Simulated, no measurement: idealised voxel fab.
This section sets out a process module, namely voxel double patterning.
The width of the displayed cross-section, cut, is 235 nm; its cells are square, with a size of 5 nm.
A cross-section is a grid of square cells, given in bands from the top down. A band is one or more rows of cells.
Band: top and bottom heights (nm) first, top before bottom; then materials from left to right, widths in nm. "throughout" marks a sole material filling the band edge to edge. "blank" denotes empty space.
The level at which height equals 0 is the one under which the wafer, as it arrives, is entirely one material. No lower edge exists for the bottom band, which continues downward and is notated as in "0..down".
The two numbers in a width such as "30 to 40" mark its ends across the band: the first belongs to the top row of cells, the second to the bottom row, and from each row to the next the width moves by the same amount.
Key: "no modification" - step with no changed cell in the cross-section.
This entry, "Closed void table", enumerates those empty regions of no fewer than 8 cells that possess no open connection to the top. Each region is reported in the form width x height at distance, the distance being taken from the left edge, with all three quantities expressed in nm.
Formally, on a step line, whatever follows the settings is a remark that the simulator itself makes on the step.
Regarding "overlay nm": on a step with a mask, it is the distance the mask lay to the right of its planned place; a negative value places it to the left.
### Steps planned for the process
step 1: RECEIVE | material Si
step 2: CONFORMAL_DEP | material SiO2 | thk nm 5
step 3: DIRECTIONAL_DEP | material W | thk nm 15
step 4: DIRECTIONAL_DEP | material SiCN | thk nm 10
step 5: PATTERN | tone open | mask id FIRST | material resist | width nm 15 | pitch nm 50 | thk nm 20 | overlay nm 0
step 6: DIRECTIONAL_ETCH | etch materials SiCN | depth nm 10
step 7: STRIP | etch materials resist
step 8: MASKED_ETCH | tone open | mask id SECOND | width nm 15 | pitch nm 50 | etch materials SiCN | depth nm 10 | overlay nm 0
step 9: DIRECTIONAL_ETCH | etch materials W | depth nm 15
step 10: STRIP | etch materials SiCN
### Wafer as received: cross-section following step 1
* 0..down  Si throughout
* Closed void table: none
### End-of-module XS, first of two wafers, run as planned
* 20..5  W (60), then blank (15), then W (10), then blank (15), then W (10), then blank (15), then W (10), then blank (15), then W (10), then blank (15), then W (60)
* 5..0  SiO2 throughout
* 0..down  Si throughout
* Closed void table: none
### Presented here is a cross-section of the second of the two wafers as it stood at the end of the module. It was started in the same manner and assigned the same plan as the first wafer; however, one mistake was made in its execution
* 20..15  SiO2 throughout
* 15..0  W throughout
* 0..down  Si throughout
* Closed void table: none
What went wrong in running the wafer? swap of plan steps 2 and 3 during execution
The closing comparison, in cells, has the second wafer with more or fewer of some materials than the first: W: 45 more
